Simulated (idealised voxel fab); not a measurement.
Name of the process module below: voxel capacitor over wiring
Cross-section cut spans 275 nm and uses square cells 5 nm in size.
Cross-section = grid of square cells, listed top down in bands; band = one or more rows. First you get the band's top height and its bottom height, in nm, and then the materials it's made of, left to right, with each width in nm. If you see a single material with "full width", that one covers the band edge to edge. "empty" is empty space. For the purposes of this specification, 0 denotes the height below which the wafer in its as-received condition is composed wholly of one material, and the lowermost band, lacking a lower limit, extends downward without end, as expressed in "0 -> down". A width given as "30 to 40" starts at the first number in the band's top row and ends at the second number in its bottom row, shifting by an equal amount at every step from row to row. The designation "stayed the same", where it is given for a processing step, indicates that no cell of the cross-section was altered in the course of that step. What "Closed voids list" gives you is every empty space of 8 cells or more that is cut off from the top. Each appears as width x height at distance, with the distance taken from the left edge and width, height and distance all in nm. It should be noted that, on the line of a given step, the content following the step's settings is a remark produced by the simulator itself with respect to that step. overlay nm: right-of-plan distance of the mask on a masked step; negative values mean left-of-plan.

-- plan
1) RECEIVE with material Si
2) CONFORMAL_DEP with material SiO2, thk nm 10
3) DIRECTIONAL_DEP with material TiN, thk nm 5
4) DIRECTIONAL_DEP with material W, thk nm 20
5) PATTERN with tone cover, mask id METAL_1, material resist, width nm 30, pitch nm 80, thk nm 20, overlay nm 0
6) DIRECTIONAL_ETCH with etch materials W, depth nm 20
7) DIRECTIONAL_ETCH with etch materials TiN, depth nm 5
8) STRIP with etch materials resist
9) FILL_DEP with material lowk, thk nm 10
10) CMP with height nm 35
11) CONFORMAL_DEP with material SiCN, thk nm 5
12) DIRECTIONAL_DEP with material SiO2, thk nm 15
13) MASKED_ETCH with tone open, mask id PLUG_1, width nm 15, etch materials SiO2, depth nm 15, overlay nm 0
14) MASKED_ETCH with tone open, mask id PLUG_1, width nm 15, etch materials SiCN, depth nm 5, overlay nm 0
15) EPI with material Ru, thk nm 10
16) EPI with material Ru, thk nm 10
17) DIRECTIONAL_DEP with material TiN, thk nm 5
18) DIRECTIONAL_DEP with material HfO2, thk nm 5
19) DIRECTIONAL_DEP with material TiN, thk nm 5
20) DIRECTIONAL_DEP with material aC, thk nm 10
21) PATTERN with tone cover, mask id UPPER_PLATE, material resist, width nm 55, thk nm 25, overlay nm 0
22) DIRECTIONAL_ETCH with etch materials aC, depth nm 10
23) STRIP with etch materials resist
24) DIRECTIONAL_ETCH with etch materials TiN, depth nm 5
25) DIRECTIONAL_ETCH with etch materials HfO2, depth nm 5
26) STRIP with etch materials aC
27) MASKED_ETCH with tone cover, mask id LOWER_PLATE, width nm 65, etch materials TiN, depth nm 5, overlay nm 0
28) FILL_DEP with material SiO2, thk nm 15
29) CMP with height nm 80
30) MASKED_ETCH with tone open, mask id PLUG_2, width nm 15, etch materials SiO2, depth nm 10, overlay nm 0
31) CONFORMAL_DEP with material TiN, thk nm 5
32) FILL_DEP with material Ru, thk nm 10
33) CMP with height nm 80
34) CONFORMAL_DEP with material SiN, thk nm 5

-- Incoming wafer in cross-section (state: after step 1)
  0 -> down  Si full width
  Closed voids list: none

-- Wafer at module end, in section. Began as above, planned as above, run with one mistake
  85 -> 80  SiN full width
  80 -> 75  105 nm SiO2 / 5 nm TiN / 5 nm Ru / 5 nm TiN / 155 nm SiO2
  75 -> 65  105 to 95 nm SiO2 / 15 to 55 nm TiN / 155 to 125 nm SiO2
  65 -> 60  95 nm SiO2 / 55 nm HfO2 / 125 nm SiO2
  60 -> 55  90 nm SiO2 / 65 nm TiN / 120 nm SiO2
  55 -> 40  95 nm SiO2 / 20 nm Ru / 160 nm SiO2
  40 -> 35  95 nm SiCN / 15 nm Ru / 165 nm SiCN
  35 -> 15  80 nm lowk / 30 nm W / 50 nm lowk / 30 nm W / 85 nm lowk
  15 -> 10  80 nm lowk / 30 nm TiN / 50 nm lowk / 30 nm TiN / 85 nm lowk
  10 -> 0  SiO2 full width
  0 -> down  Si full width
  Closed voids list: none
Processing error: off-plan run, step 13, actual operation and settings MASKED_ETCH with tone open, mask id PLUG_1, width nm 20, etch materials SiO2, depth nm 15, overlay nm 0
